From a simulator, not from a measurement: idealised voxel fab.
process module | voxel transistor to metal
cross-section cut | 165 nm wide | cells 5 nm
A cross-section is a grid of square cells, given in bands from the top down. A band is one or more rows of cells.
Each band's line starts with the height of the band's top and of its bottom, in nm. Then come its materials from left to right, each with its width in nm. One material with "throughout" fills the band from edge to edge. "air" is empty space.
Height 0 is the level under which the wafer as received is all one material. The lowest band goes on downwards, as in "0 down".
A width such as "30 to 40" changes by the same amount from each row of cells to the next, from the band's top row to its bottom row.
"no change" after a step means that no cell of the cross-section changed.
closed voids: empty space of 8 cells or more with no open way to the top, each as width x height at its distance from the left edge, in nm
after a step's settings: what the simulator itself notes on the step
overlay nm, on a step with a mask: how far to the right of its planned place the mask lay; to the left if negative
plan
1 op RECEIVE | material Si
2 op CONFORMAL_DEP | material SiO2 | thk nm 5
3 op CONFORMAL_DEP | material SiN | thk nm 10
4 op MASKED_ETCH | tone cover | mask id ACTIVE | width nm 110 | etch materials SiN | depth nm 10 | overlay nm 0
5 op MASKED_ETCH | tone cover | mask id ACTIVE | width nm 110 | etch materials SiO2 | depth nm 5 | overlay nm 0
6 op MASKED_ETCH | tone cover | mask id ACTIVE | width nm 110 | etch materials Si | depth nm 35 | overlay nm 0
7 op FILL_DEP | material SiO2 | thk nm 15
8 op CMP | height nm 15
9 op SELECTIVE_ETCH | etch materials SiO2 | depth nm 10
10 op STRIP | etch materials SiN
11 op SELECTIVE_ETCH | etch materials SiO2 | depth nm 5
12 op OXIDIZE | depth nm 5
13 op DIRECTIONAL_DEP | material polySi | thk nm 25
14 op DIRECTIONAL_DEP | material SiCN | thk nm 10
15 op DIRECTIONAL_DEP | material aC | thk nm 15
16 op PATTERN | tone cover | mask id GATE | material resist | width nm 20 | thk nm 30 | overlay nm 0
17 op DIRECTIONAL_ETCH | etch materials aC | depth nm 15
18 op STRIP | etch materials resist
19 op DIRECTIONAL_ETCH | etch materials SiCN | depth nm 20
20 op DIRECTIONAL_ETCH | etch materials polySi | depth nm 35
21 op STRIP | etch materials aC
22 op CONFORMAL_DEP | material SiO2 | thk nm 5
23 op DIRECTIONAL_ETCH | etch materials SiO2 | depth nm 5
24 op CONFORMAL_DEP | material SiN | thk nm 5
25 op DIRECTIONAL_ETCH | etch materials SiN | depth nm 5
26 op DIRECTIONAL_ETCH | etch materials SiO2 | depth nm 5
27 op DIRECTIONAL_ETCH | etch materials Si | depth nm 10
28 op EPI | material nSi | thk nm 15
29 op FILL_DEP | material SiO2 | thk nm 5
30 op CMP | height nm 35
31 op DIRECTIONAL_DEP | material SiO2 | thk nm 10
32 op PATTERN | tone open | mask id CONTACT | material resist | width nm 35 | pitch nm 65 | thk nm 20 | overlay nm 0
33 op DIRECTIONAL_ETCH | etch materials SiO2 | depth nm 45
34 op STRIP | etch materials resist
35 op CONFORMAL_DEP | material TiN | thk nm 5
36 op FILL_DEP | material Ru | thk nm 10
37 op CMP | height nm 45
38 op CONFORMAL_DEP | material SiN | thk nm 5
39 op DIRECTIONAL_DEP | material lowk | thk nm 20
40 op PATTERN | tone open | mask id METAL_1 | material resist | width nm 20 | pitch nm 80 | thk nm 15 | overlay nm 0
41 op DIRECTIONAL_ETCH | etch materials lowk | depth nm 20
42 op DIRECTIONAL_ETCH | etch materials SiN | depth nm 5
43 op STRIP | etch materials resist
44 op CONFORMAL_DEP | material TiN | thk nm 5
45 op FILL_DEP | material W | thk nm 5
46 op CMP | height nm 70
47 op CONFORMAL_DEP | material SiCN | thk nm 5
first wafer, as planned
as received, after step 1
  0 down: Si throughout
  closed voids: none
after step 2
  5 to 0: SiO2 throughout
  below 0: unchanged
after step 3
  15 to 5: SiN throughout
  below 5: unchanged
after step 4
  15 to 5: air 25 | SiN 110 | air 30
  below 5: unchanged
after step 5
  15 to 5: air 25 | SiN 110 | air 30
  5 to 0: air 25 | SiO2 110 | air 30
  below 0: unchanged
after step 6
  15 to 5: air 25 | SiN 110 | air 30
  5 to 0: air 25 | SiO2 110 | air 30
  0 to -35: air 25 | Si 110 | air 30
  below -35: unchanged
after step 7
  30 to 15: SiO2 throughout
  15 to 5: SiO2 25 | SiN 110 | SiO2 30
  5 to 0: SiO2 throughout
  0 to -35: SiO2 25 | Si 110 | SiO2 30
  below -35: unchanged
after step 8
  15 to 5: SiO2 25 | SiN 110 | SiO2 30
  below 5: unchanged
after step 9
  15 to 5: air 25 | SiN 110 | air 30
  below 5: unchanged
after step 10
  5 to 0: SiO2 throughout
  below 0: unchanged
after step 11
  0 to -35: SiO2 25 | Si 110 | SiO2 30
  below -35: unchanged
after step 12
  0 to -5: SiO2 throughout
  below -5: unchanged
after step 13
  25 to 0: polySi throughout
  below 0: unchanged
after step 14
  35 to 25: SiCN throughout
  below 25: unchanged
after step 15
  50 to 35: aC throughout
  below 35: unchanged
after step 16
  80 to 50: air 70 | resist 20 | air 75
  below 50: unchanged
after step 17
  65 to 50: air 70 | resist 20 | air 75
  50 to 35: air 70 | aC 20 | air 75
  below 35: unchanged
after step 18
  50 to 35: air 70 | aC 20 | air 75
  below 35: unchanged
after step 19
  50 to 35: air 70 | aC 20 | air 75
  35 to 25: air 70 | SiCN 20 | air 75
  below 25: unchanged
after step 20
  50 to 35: air 70 | aC 20 | air 75
  35 to 25: air 70 | SiCN 20 | air 75
  25 to 0: air 70 | polySi 20 | air 75
  below 0: unchanged
after step 21
  35 to 25: air 70 | SiCN 20 | air 75
  below 25: unchanged
after step 22
  40 to 35: air 65 | SiO2 30 | air 70
  35 to 25: air 65 | SiO2 5 | SiCN 20 | SiO2 5 | air 70
  25 to 5: air 65 | SiO2 5 | polySi 20 | SiO2 5 | air 70
  5 to 0: SiO2 70 | polySi 20 | SiO2 75
  below 0: unchanged
after step 23
  35 to 25: air 65 | SiO2 5 | SiCN 20 | SiO2 5 | air 70
  25 to 0: air 65 | SiO2 5 | polySi 20 | SiO2 5 | air 70
  below 0: unchanged
after step 24
  40 to 35: air 60 | SiN 40 | air 65
  35 to 25: air 60 | SiN 5 | SiO2 5 | SiCN 20 | SiO2 5 | SiN 5 | air 65
  25 to 5: air 60 | SiN 5 | SiO2 5 | polySi 20 | SiO2 5 | SiN 5 | air 65
  5 to 0: SiN 65 | SiO2 5 | polySi 20 | SiO2 5 | SiN 70
  below 0: unchanged
after step 25
  35 to 25: air 60 | SiN 5 | SiO2 5 | SiCN 20 | SiO2 5 | SiN 5 | air 65
  25 to 0: air 60 | SiN 5 | SiO2 5 | polySi 20 | SiO2 5 | SiN 5 | air 65
  below 0: unchanged
after step 26
  35 to 30: air 60 | SiN 5 | air 5 | SiCN 20 | air 5 | SiN 5 | air 65
  30 to 25: air 60 | SiN 5 | SiO2 5 | SiCN 20 | SiO2 5 | SiN 5 | air 65
  25 to 0: air 60 | SiN 5 | SiO2 5 | polySi 20 | SiO2 5 | SiN 5 | air 65
  0 to -5: air 60 | SiO2 40 | air 65
  below -5: unchanged
after step 27
  35 to 30: air 60 | SiN 5 | air 5 | SiCN 20 | air 5 | SiN 5 | air 65
  30 to 25: air 60 | SiN 5 | SiO2 5 | SiCN 20 | SiO2 5 | SiN 5 | air 65
  25 to 0: air 60 | SiN 5 | SiO2 5 | polySi 20 | SiO2 5 | SiN 5 | air 65
  0 to -5: air 60 | SiO2 40 | air 65
  -5 to -15: SiO2 25 | air 35 | Si 40 | air 35 | SiO2 30
  below -15: unchanged
after step 28
  35 to 30: air 60 | SiN 5 | air 5 | SiCN 20 | air 5 | SiN 5 | air 65
  30 to 25: air 60 | SiN 5 | SiO2 5 | SiCN 20 | SiO2 5 | SiN 5 | air 65
  25 to 10: air 60 | SiN 5 | SiO2 5 | polySi 20 | SiO2 5 | SiN 5 | air 65
  10 to 0: air 45 | nSi 15 | SiN 5 | SiO2 5 | polySi 20 | SiO2 5 | SiN 5 | nSi 15 | air 50
  0 to -5: air 20 | nSi 40 | SiO2 40 | nSi 40 | air 25
  -5 to -15: SiO2 25 | nSi 35 | Si 40 | nSi 35 | SiO2 30
  below -15: unchanged
after step 29
  40 to 35: SiO2 throughout
  35 to 25: SiO2 60 | SiN 5 | SiO2 5 | SiCN 20 | SiO2 5 | SiN 5 | SiO2 65
  25 to 10: SiO2 60 | SiN 5 | SiO2 5 | polySi 20 | SiO2 5 | SiN 5 | SiO2 65
  10 to 0: SiO2 45 | nSi 15 | SiN 5 | SiO2 5 | polySi 20 | SiO2 5 | SiN 5 | nSi 15 | SiO2 50
  0 to -5: SiO2 20 | nSi 40 | SiO2 40 | nSi 40 | SiO2 25
  below -5: unchanged
after step 30
  35 to 25: SiO2 60 | SiN 5 | SiO2 5 | SiCN 20 | SiO2 5 | SiN 5 | SiO2 65
  below 25: unchanged
after step 31
  45 to 35: SiO2 throughout
  below 35: unchanged
after step 32
  65 to 45: resist 30 | air 35 | resist 30 | air 35 | resist 35
  below 45: unchanged
after step 33
  65 to 45: resist 30 | air 35 | resist 30 | air 35 | resist 35
  45 to 35: SiO2 30 | air 35 | SiO2 30 | air 35 | SiO2 35
  35 to 25: SiO2 30 | air 30 | SiN 5 | SiO2 5 | SiCN 20 | SiO2 5 | SiN 5 | air 30 | SiO2 35
  25 to 10: SiO2 30 | air 30 | SiN 5 | SiO2 5 | polySi 20 | SiO2 5 | SiN 5 | air 30 | SiO2 35
  10 to 0: SiO2 30 | air 15 | nSi 15 | SiN 5 | SiO2 5 | polySi 20 | SiO2 5 | SiN 5 | nSi 15 | air 15 | SiO2 35
  below 0: unchanged
after step 34
  45 to 35: SiO2 30 | air 35 | SiO2 30 | air 35 | SiO2 35
  below 35: unchanged
after step 35
  50 to 45: TiN 35 | air 25 | TiN 40 | air 25 | TiN 40
  45 to 35: SiO2 30 | TiN 5 | air 25 to 20 | TiN 5 to 10 | SiO2 30 | TiN 5 to 10 | air 25 to 20 | TiN 5 | SiO2 35
  35 to 25: SiO2 30 | TiN 5 | air 20 | TiN 5 | SiN 5 | SiO2 5 | SiCN 20 | SiO2 5 | SiN 5 | TiN 5 | air 20 | TiN 5 | SiO2 35
  25 to 15: SiO2 30 | TiN 5 | air 20 | TiN 5 | SiN 5 | SiO2 5 | polySi 20 | SiO2 5 | SiN 5 | TiN 5 | air 20 | TiN 5 | SiO2 35
  15 to 10: SiO2 30 | TiN 5 | air 5 | TiN 20 | SiN 5 | SiO2 5 | polySi 20 | SiO2 5 | SiN 5 | TiN 20 | air 5 | TiN 5 | SiO2 35
  10 to 5: SiO2 30 | TiN 5 | air 5 | TiN 5 | nSi 15 | SiN 5 | SiO2 5 | polySi 20 | SiO2 5 | SiN 5 | nSi 15 | TiN 5 | air 5 | TiN 5 | SiO2 35
  5 to 0: SiO2 30 | TiN 15 | nSi 15 | SiN 5 | SiO2 5 | polySi 20 | SiO2 5 | SiN 5 | nSi 15 | TiN 15 | SiO2 35
  below 0: unchanged
after step 36
  60 to 50: Ru throughout
  50 to 45: TiN 35 | Ru 25 | TiN 40 | Ru 25 | TiN 40
  45 to 35: SiO2 30 | TiN 5 | Ru 25 to 20 | TiN 5 to 10 | SiO2 30 | TiN 5 to 10 | Ru 25 to 20 | TiN 5 | SiO2 35
  35 to 25: SiO2 30 | TiN 5 | Ru 20 | TiN 5 | SiN 5 | SiO2 5 | SiCN 20 | SiO2 5 | SiN 5 | TiN 5 | Ru 20 | TiN 5 | SiO2 35
  25 to 15: SiO2 30 | TiN 5 | Ru 20 | TiN 5 | SiN 5 | SiO2 5 | polySi 20 | SiO2 5 | SiN 5 | TiN 5 | Ru 20 | TiN 5 | SiO2 35
  15 to 10: SiO2 30 | TiN 5 | Ru 5 | TiN 20 | SiN 5 | SiO2 5 | polySi 20 | SiO2 5 | SiN 5 | TiN 20 | Ru 5 | TiN 5 | SiO2 35
  10 to 5: SiO2 30 | TiN 5 | Ru 5 | TiN 5 | nSi 15 | SiN 5 | SiO2 5 | polySi 20 | SiO2 5 | SiN 5 | nSi 15 | TiN 5 | Ru 5 | TiN 5 | SiO2 35
  below 5: unchanged
after step 37
  45 to 35: SiO2 30 | TiN 5 | Ru 25 to 20 | TiN 5 to 10 | SiO2 30 | TiN 5 to 10 | Ru 25 to 20 | TiN 5 | SiO2 35
  below 35: unchanged
after step 38
  50 to 45: SiN throughout
  below 45: unchanged
after step 39
  70 to 50: lowk throughout
  below 50: unchanged
after step 40
  85 to 70: resist 30 | air 20 | resist 60 | air 20 | resist 35
  below 70: unchanged
after step 41
  85 to 70: resist 30 | air 20 | resist 60 | air 20 | resist 35
  70 to 50: lowk 30 | air 20 | lowk 60 | air 20 | lowk 35
  below 50: unchanged
after step 42
  85 to 70: resist 30 | air 20 | resist 60 | air 20 | resist 35
  70 to 50: lowk 30 | air 20 | lowk 60 | air 20 | lowk 35
  50 to 45: SiN 30 | air 20 | SiN 60 | air 20 | SiN 35
  below 45: unchanged
after step 43
  70 to 50: lowk 30 | air 20 | lowk 60 | air 20 | lowk 35
  below 50: unchanged
after step 44
  75 to 70: TiN 35 | air 10 | TiN 70 | air 10 | TiN 40
  70 to 50: lowk 30 | TiN 5 | air 10 | TiN 5 | lowk 60 | TiN 5 | air 10 | TiN 5 | lowk 35
  50 to 45: SiN 30 | TiN 20 | SiN 60 | TiN 20 | SiN 35
  below 45: unchanged
after step 45
  80 to 75: W throughout
  75 to 70: TiN 35 | W 10 | TiN 70 | W 10 | TiN 40
  70 to 50: lowk 30 | TiN 5 | W 10 | TiN 5 | lowk 60 | TiN 5 | W 10 | TiN 5 | lowk 35
  below 50: unchanged
after step 46
  70 to 50: lowk 30 | TiN 5 | W 10 | TiN 5 | lowk 60 | TiN 5 | W 10 | TiN 5 | lowk 35
  below 50: unchanged
after step 47
  75 to 70: SiCN throughout
  below 70: unchanged
second wafer: like start, like plan, one mistake. Through step 21 it matches the first wafer
when step 22 should have ended: no change
when step 23 should have ended
  35 to 25: air 70 | SiCN 20 | air 75
  25 to 0: air 70 | polySi 20 | air 75
  0 to -5: air 70 | SiO2 20 | air 75
  below -5: unchanged
when step 24 should have ended
  40 to 35: air 65 | SiN 30 | air 70
  35 to 25: air 65 | SiN 5 | SiCN 20 | SiN 5 | air 70
  25 to 0: air 65 | SiN 5 | polySi 20 | SiN 5 | air 70
  0 to -5: SiN 70 | SiO2 20 | SiN 75
  below -5: unchanged
when step 25 should have ended
  35 to 25: air 65 | SiN 5 | SiCN 20 | SiN 5 | air 70
  25 to 0: air 65 | SiN 5 | polySi 20 | SiN 5 | air 70
  0 to -5: air 65 | SiN 5 | SiO2 20 | SiN 5 | air 70
  below -5: unchanged
when step 26 should have ended
  35 to 25: air 65 | SiN 5 | SiCN 20 | SiN 5 | air 70
  25 to 0: air 65 | SiN 5 | polySi 20 | SiN 5 | air 70
  0 to -5: air 65 | SiN 5 | SiO2 20 | SiN 5 | air 70
  -5 to -10: air 25 | Si 110 | air 30
  below -10: unchanged
when step 27 should have ended
  35 to 25: air 65 | SiN 5 | SiCN 20 | SiN 5 | air 70
  25 to 0: air 65 | SiN 5 | polySi 20 | SiN 5 | air 70
  0 to -5: air 65 | SiN 5 | SiO2 20 | SiN 5 | air 70
  -5 to -10: air 65 | Si 30 | air 70
  -10 to -15: SiO2 25 | air 40 | Si 30 | air 40 | SiO2 30
  below -15: unchanged
when step 28 should have ended
  35 to 25: air 65 | SiN 5 | SiCN 20 | SiN 5 | air 70
  25 to 10: air 65 | SiN 5 | polySi 20 | SiN 5 | air 70
  10 to 0: air 50 | nSi 15 | SiN 5 | polySi 20 | SiN 5 | nSi 15 | air 55
  0 to -5: air 15 | nSi 50 | SiN 5 | SiO2 20 | SiN 5 | nSi 50 | air 20
  -5 to -10: air 15 | nSi 50 | Si 30 | nSi 50 | air 20
  -10 to -15: SiO2 25 | nSi 40 | Si 30 | nSi 40 | SiO2 30
  below -15: unchanged
when step 29 should have ended
  40 to 35: SiO2 throughout
  35 to 25: SiO2 65 | SiN 5 | SiCN 20 | SiN 5 | SiO2 70
  25 to 10: SiO2 65 | SiN 5 | polySi 20 | SiN 5 | SiO2 70
  10 to 0: SiO2 50 | nSi 15 | SiN 5 | polySi 20 | SiN 5 | nSi 15 | SiO2 55
  0 to -5: SiO2 15 | nSi 50 | SiN 5 | SiO2 20 | SiN 5 | nSi 50 | SiO2 20
  -5 to -15: SiO2 15 to 25 | nSi 50 to 40 | Si 30 | nSi 50 to 40 | SiO2 20 to 30
  below -15: unchanged
when step 30 should have ended
  35 to 25: SiO2 65 | SiN 5 | SiCN 20 | SiN 5 | SiO2 70
  below 25: unchanged
when step 31 should have ended
  45 to 35: SiO2 throughout
  below 35: unchanged
when step 32 should have ended
  65 to 45: resist 30 | air 35 | resist 30 | air 35 | resist 35
  below 45: unchanged
when step 33 should have ended
  65 to 45: resist 30 | air 35 | resist 30 | air 35 | resist 35
  45 to 35: SiO2 30 | air 35 | SiO2 30 | air 35 | SiO2 35
  35 to 25: SiO2 30 | air 35 | SiN 5 | SiCN 20 | SiN 5 | air 35 | SiO2 35
  25 to 10: SiO2 30 | air 35 | SiN 5 | polySi 20 | SiN 5 | air 35 | SiO2 35
  10 to 0: SiO2 30 | air 20 | nSi 15 | SiN 5 | polySi 20 | SiN 5 | nSi 15 | air 20 | SiO2 35
  below 0: unchanged
when step 34 should have ended
  45 to 35: SiO2 30 | air 35 | SiO2 30 | air 35 | SiO2 35
  below 35: unchanged
when step 35 should have ended
  50 to 45: TiN 35 | air 25 | TiN 40 | air 25 | TiN 40
  45 to 35: SiO2 30 | TiN 5 | air 25 | TiN 5 | SiO2 30 | TiN 5 | air 25 | TiN 5 | SiO2 35
  35 to 25: SiO2 30 | TiN 5 | air 25 | TiN 5 | SiN 5 | SiCN 20 | SiN 5 | TiN 5 | air 25 | TiN 5 | SiO2 35
  25 to 15: SiO2 30 | TiN 5 | air 25 | TiN 5 | SiN 5 | polySi 20 | SiN 5 | TiN 5 | air 25 | TiN 5 | SiO2 35
  15 to 10: SiO2 30 | TiN 5 | air 10 | TiN 20 | SiN 5 | polySi 20 | SiN 5 | TiN 20 | air 10 | TiN 5 | SiO2 35
  10 to 5: SiO2 30 | TiN 5 | air 10 | TiN 5 | nSi 15 | SiN 5 | polySi 20 | SiN 5 | nSi 15 | TiN 5 | air 10 | TiN 5 | SiO2 35
  5 to 0: SiO2 30 | TiN 20 | nSi 15 | SiN 5 | polySi 20 | SiN 5 | nSi 15 | TiN 20 | SiO2 35
  below 0: unchanged
when step 36 should have ended
  60 to 50: Ru throughout
  50 to 45: TiN 35 | Ru 25 | TiN 40 | Ru 25 | TiN 40
  45 to 35: SiO2 30 | TiN 5 | Ru 25 | TiN 5 | SiO2 30 | TiN 5 | Ru 25 | TiN 5 | SiO2 35
  35 to 25: SiO2 30 | TiN 5 | Ru 25 | TiN 5 | SiN 5 | SiCN 20 | SiN 5 | TiN 5 | Ru 25 | TiN 5 | SiO2 35
  25 to 15: SiO2 30 | TiN 5 | Ru 25 | TiN 5 | SiN 5 | polySi 20 | SiN 5 | TiN 5 | Ru 25 | TiN 5 | SiO2 35
  15 to 10: SiO2 30 | TiN 5 | Ru 10 | TiN 20 | SiN 5 | polySi 20 | SiN 5 | TiN 20 | Ru 10 | TiN 5 | SiO2 35
  10 to 5: SiO2 30 | TiN 5 | Ru 10 | TiN 5 | nSi 15 | SiN 5 | polySi 20 | SiN 5 | nSi 15 | TiN 5 | Ru 10 | TiN 5 | SiO2 35
  below 5: unchanged
when step 37 should have ended
  45 to 35: SiO2 30 | TiN 5 | Ru 25 | TiN 5 | SiO2 30 | TiN 5 | Ru 25 | TiN 5 | SiO2 35
  below 35: unchanged
when step 38 should have ended
  50 to 45: SiN throughout
  below 45: unchanged
when step 39 should have ended
  70 to 50: lowk throughout
  below 50: unchanged
when step 40 should have ended
  85 to 70: resist 30 | air 20 | resist 60 | air 20 | resist 35
  below 70: unchanged
when step 41 should have ended
  85 to 70: resist 30 | air 20 | resist 60 | air 20 | resist 35
  70 to 50: lowk 30 | air 20 | lowk 60 | air 20 | lowk 35
  below 50: unchanged
when step 42 should have ended
  85 to 70: resist 30 | air 20 | resist 60 | air 20 | resist 35
  70 to 50: lowk 30 | air 20 | lowk 60 | air 20 | lowk 35
  50 to 45: SiN 30 | air 20 | SiN 60 | air 20 | SiN 35
  below 45: unchanged
when step 43 should have ended
  70 to 50: lowk 30 | air 20 | lowk 60 | air 20 | lowk 35
  below 50: unchanged
when step 44 should have ended
  75 to 70: TiN 35 | air 10 | TiN 70 | air 10 | TiN 40
  70 to 50: lowk 30 | TiN 5 | air 10 | TiN 5 | lowk 60 | TiN 5 | air 10 | TiN 5 | lowk 35
  50 to 45: SiN 30 | TiN 20 | SiN 60 | TiN 20 | SiN 35
  below 45: unchanged
when step 45 should have ended
  80 to 75: W throughout
  75 to 70: TiN 35 | W 10 | TiN 70 | W 10 | TiN 40
  70 to 50: lowk 30 | TiN 5 | W 10 | TiN 5 | lowk 60 | TiN 5 | W 10 | TiN 5 | lowk 35
  below 50: unchanged
when step 46 should have ended
  70 to 50: lowk 30 | TiN 5 | W 10 | TiN 5 | lowk 60 | TiN 5 | W 10 | TiN 5 | lowk 35
  below 50: unchanged
when step 47 should have ended
  75 to 70: SiCN throughout
  below 70: unchanged
what went wrong: step 22 was left out
at the end the second wafer has, in cells: 14 more of Ru | 4 fewer of Si | 2 more of SiN | 24 fewer of SiO2 | 12 more of nSi
